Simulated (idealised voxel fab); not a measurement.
Presented below is a process module, voxel transistor to metal.
Displayed cross-section: cut, width of 150 nm, square cells sized 5 nm.
Cross-section format: a grid of square cells, given as bands from top to bottom; each band is one or more rows of cells.
Basically the band line says how high the top is and how high the bottom is, in nm, and then what's in it from left to right, every material with its width in nm. Empty space shows up as "empty", and if a single material carries "throughout" it runs the full band edge to edge.
For the purposes of this specification, 0 denotes the height below which the wafer in its as-received condition is composed wholly of one material, and the lowermost band, lacking a lower limit, extends downward without end, as expressed in "z 0 and below".
Note: "30..40" means the width goes from the first number (top row of the band) to the second number (bottom row) in equal steps per row of cells.
Step marked "identical to before"? Then no cell in the cross-section changed in it.
Reported under the label "Sealed internal voids" are the empty spaces having no open way to the top and comprising 8 cells or more; the notation for each is width x height at distance, in which the distance is measured from the left edge and all three values are in nm.
On each step's line, the part that comes after the settings is the simulator's own comment on the step.
Regarding "overlay nm": on a step with a mask, it is the distance the mask lay to the right of its planned place; a negative value places it to the left.

Set out below are the planned steps of the process:
- 1: RECEIVE: material Si
- 2: CONFORMAL_DEP: material SiO2, thk nm 5
- 3: CONFORMAL_DEP: material SiN, thk nm 15
- 4: DIRECTIONAL_DEP: material aC, thk nm 15
- 5: PATTERN: tone cover, mask id ACTIVE, material resist, width nm 100, thk nm 35, overlay nm 0
- 6: DIRECTIONAL_ETCH: etch materials aC, depth nm 15
- 7: STRIP: etch materials resist
- 8: DIRECTIONAL_ETCH: etch materials SiN, depth nm 15
- 9: DIRECTIONAL_ETCH: etch materials SiO2, depth nm 5
- 10: DIRECTIONAL_ETCH: etch materials Si, depth nm 25
- 11: STRIP: etch materials aC
- 12: OXIDIZE: depth nm 5
- 13: FILL_DEP: material SiO2, thk nm 10
- 14: CMP: height nm 20
- 15: SELECTIVE_ETCH: etch materials SiO2, depth nm 10
- 16: STRIP: etch materials SiN
- 17: SELECTIVE_ETCH: etch materials SiO2, depth nm 5
- 18: OXIDIZE: depth nm 5
- 19: DIRECTIONAL_DEP: material polySi, thk nm 20
- 20: DIRECTIONAL_DEP: material SiCN, thk nm 15
- 21: PATTERN: tone cover, mask id GATE, material resist, width nm 20, thk nm 15, overlay nm 0
- 22: DIRECTIONAL_ETCH: etch materials SiCN, depth nm 25
- 23: DIRECTIONAL_ETCH: etch materials polySi, depth nm 30
- 24: STRIP: etch materials resist
- 25: CONFORMAL_DEP: material SiN, thk nm 10
- 26: DIRECTIONAL_ETCH: etch materials SiN, depth nm 10
- 27: DIRECTIONAL_ETCH: etch materials SiO2, depth nm 5
- 28: DIRECTIONAL_ETCH: etch materials Si, depth nm 15
- 29: EPI: material nSi, thk nm 15
- 30: FILL_DEP: material SiO2, thk nm 5
- 31: CMP: height nm 35
- 32: DIRECTIONAL_DEP: material SiO2, thk nm 15
- 33: MASKED_ETCH: tone open, mask id CONTACT, width nm 30, pitch nm 60, etch materials SiO2, depth nm 55, overlay nm 0
- 34: CONFORMAL_DEP: material TiN, thk nm 5
- 35: FILL_DEP: material W, thk nm 10
- 36: CMP: height nm 50
- 37: CONFORMAL_DEP: material SiN, thk nm 5
- 38: DIRECTIONAL_DEP: material SiO2, thk nm 15
- 39: MASKED_ETCH: tone open, mask id METAL_1, width nm 15, pitch nm 75, etch materials SiO2, depth nm 15, overlay nm 0
- 40: MASKED_ETCH: tone open, mask id METAL_1, width nm 15, pitch nm 75, etch materials SiN, depth nm 5, overlay nm 0
- 41: CONFORMAL_DEP: material TiN, thk nm 5
- 42: FILL_DEP: material Cu, thk nm 10
- 43: CMP: height nm 70
- 44: CONFORMAL_DEP: material SiCN, thk nm 5
- 45: DIRECTIONAL_DEP: material SiO2, thk nm 35
- 46: PATTERN: tone open, mask id METAL_2, material resist, width nm 15, pitch nm 75, thk nm 20, overlay nm 0
- 47: DIRECTIONAL_ETCH: etch materials SiO2, depth nm 20
- 48: STRIP: etch materials resist
- 49: DIRECTIONAL_DEP: material aC, thk nm 15
- 50: PATTERN: tone open, mask id METAL_2_HOLES, material resist, width nm 15, pitch nm 75, thk nm 30, overlay nm 0
- 51: DIRECTIONAL_ETCH: etch materials aC, depth nm 15
- 52: STRIP: etch materials resist
- 53: DIRECTIONAL_ETCH: etch materials SiO2, depth nm 15
- 54: DIRECTIONAL_ETCH: etch materials SiCN, depth nm 5
- 55: STRIP: etch materials aC
- 56: CONFORMAL_DEP: material TiN, thk nm 5
- 57: FILL_DEP: material Cu, thk nm 5
- 58: CMP: height nm 110
- 59: CONFORMAL_DEP: material SiN, thk nm 5

Cross-sectional view of the wafer in its as-received condition, corresponding to the state after step 1:
* z 0 and below | Si throughout
* Sealed internal voids: none

One mistake in running the module, otherwise start and plan as above: cross-section at the end:
* z 115 to 110 | SiN throughout
* z 110 to 75 | SiO2=30 / TiN=5 / Cu=5 / TiN=5 / SiO2=60 / TiN=5 / Cu=5 / TiN=5 / SiO2=30
* z 75 to 70 | SiCN=30 / TiN=15 / SiCN=60 / TiN=15 / SiCN=30
* z 70 to 55 | SiO2=30 / TiN=5 / Cu=5 / TiN=5 / SiO2=60 / TiN=5 / Cu=5 / TiN=5 / SiO2=30
* z 55 to 50 | SiN=30 / TiN=15 / SiN=60 / TiN=15 / SiN=30
* z 50 to 40 | SiO2=30 / TiN=5 / W=20 / TiN=5 / SiO2=30 / TiN=5 / W=20 / TiN=5 / SiO2=30
* z 40 to 35 | SiO2=30 / TiN=5 / W=15 / TiN=10 / SiO2=30 / TiN=10 / W=15 / TiN=5 / SiO2=30
* z 35 to 20 | SiO2=30 / TiN=5 / W=15 / TiN=5 / SiN=10 / SiCN=20 / SiN=10 / TiN=5 / W=15 / TiN=5 / SiO2=30
* z 20 to 15 | SiO2=30 / TiN=5 / W=15 / TiN=5 / SiN=10 / polySi=20 / SiN=10 / TiN=5 / W=15 / TiN=5 / SiO2=30
* z 15 to 10 | SiO2=30 / TiN=25 / SiN=10 / polySi=20 / SiN=10 / TiN=25 / SiO2=30
* z 10 to 5 | SiO2=30 / TiN=10 / nSi=15 / SiN=10 / polySi=20 / SiN=10 / nSi=15 / TiN=10 / SiO2=30
* z 5 to 0 | SiO2=20 / SiN=10 / nSi=25 / SiN=10 / polySi=20 / SiN=10 / nSi=25 / SiN=10 / SiO2=20
* z 0 to -5 | SiO2=20 / SiN=10 / nSi=25 / SiO2=40 / nSi=25 / SiN=10 / SiO2=20
* z -5 to -10 | SiO2=35 / nSi=20 / Si=40 / nSi=20 / SiO2=35
* z -10 to -20 | SiO2=30 / Si=5 / nSi=20 / Si=40 / nSi=20 / Si=5 / SiO2=30
* z -20 to -30 | SiO2=30 / Si=90 / SiO2=30
* z -30 and below | Si throughout
* Sealed internal voids: none
Diagnosis: step 2 of the plan was bypassed and not carried out
